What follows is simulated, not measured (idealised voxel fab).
process module | voxel released beams
cross-section cut | 295 nm wide | cells 5 nm
A cross-section is a grid of square cells, given in bands from the top down. A band is one or more rows of cells.
Each band's line starts with the height of the band's top and of its bottom, in nm. Then come its materials from left to right, each with its width in nm. One material with "throughout" fills the band from edge to edge. "air" is empty space.
Height 0 is the level under which the wafer as received is all one material. The lowest band goes on downwards, as in "0 down".
A width such as "30 to 40" changes by the same amount from each row of cells to the next, from the band's top row to its bottom row.
"no change" after a step means that no cell of the cross-section changed.
closed voids: empty space of 8 cells or more with no open way to the top, each as width x height at its distance from the left edge, in nm
after a step's settings: what the simulator itself notes on the step
overlay nm, on a step with a mask: how far to the right of its planned place the mask lay; to the left if negative
plan
1 op RECEIVE | material Si
2 op CONFORMAL_DEP | material SiN | thk nm 5
3 op DIRECTIONAL_DEP | material SiO2 | thk nm 10
4 op MASKED_ETCH | tone open | mask id ANCHOR | width nm 45 | etch materials SiO2 | depth nm 10 | overlay nm 0
5 op CONFORMAL_DEP | material TiN | thk nm 15
6 op PATTERN | tone cover | mask id BEAM | material resist | width nm 95 | thk nm 15 | overlay nm 0
7 op DIRECTIONAL_ETCH | etch materials TiN | depth nm 15
8 op STRIP | etch materials resist
9 op STRIP | etch materials SiO2
varied across the wafers: width nm of step 6. The plan shows the first wafer's value. All wafers start alike
first wafer as received, after step 1
  0 down: Si throughout
  closed voids: none
first wafer at the end, after step 9
  30 to 20: air 95 | TiN 15 | air 15 | TiN 65 | air 105
  20 to 15: air 95 | TiN 95 | air 105
  15 to 5: air 95 | TiN 45 | air 155
  5 to 0: SiN throughout
  0 down: Si throughout
  closed voids: none
last wafer at the end
  30 to 20: air 85 | TiN 25 | air 15 | TiN 80 | air 90
  20 to 15: air 85 | TiN 120 | air 90
  15 to 5: air 95 | TiN 45 | air 155
  5 to 0: SiN throughout
  0 down: Si throughout
  closed voids: none
each wafer at the end: cells of each material gained (+) or lost (-) since it was received, then its closed voids
width nm 95 | +59 SiN | +69 TiN | closed voids: none
width nm 100 | +59 SiN | +72 TiN | closed voids: none
width nm 105 | +59 SiN | +75 TiN | closed voids: none
width nm 110 | +59 SiN | +78 TiN | closed voids: none
width nm 115 | +59 SiN | +81 TiN | closed voids: none
width nm 120 | +59 SiN | +84 TiN | closed voids: none
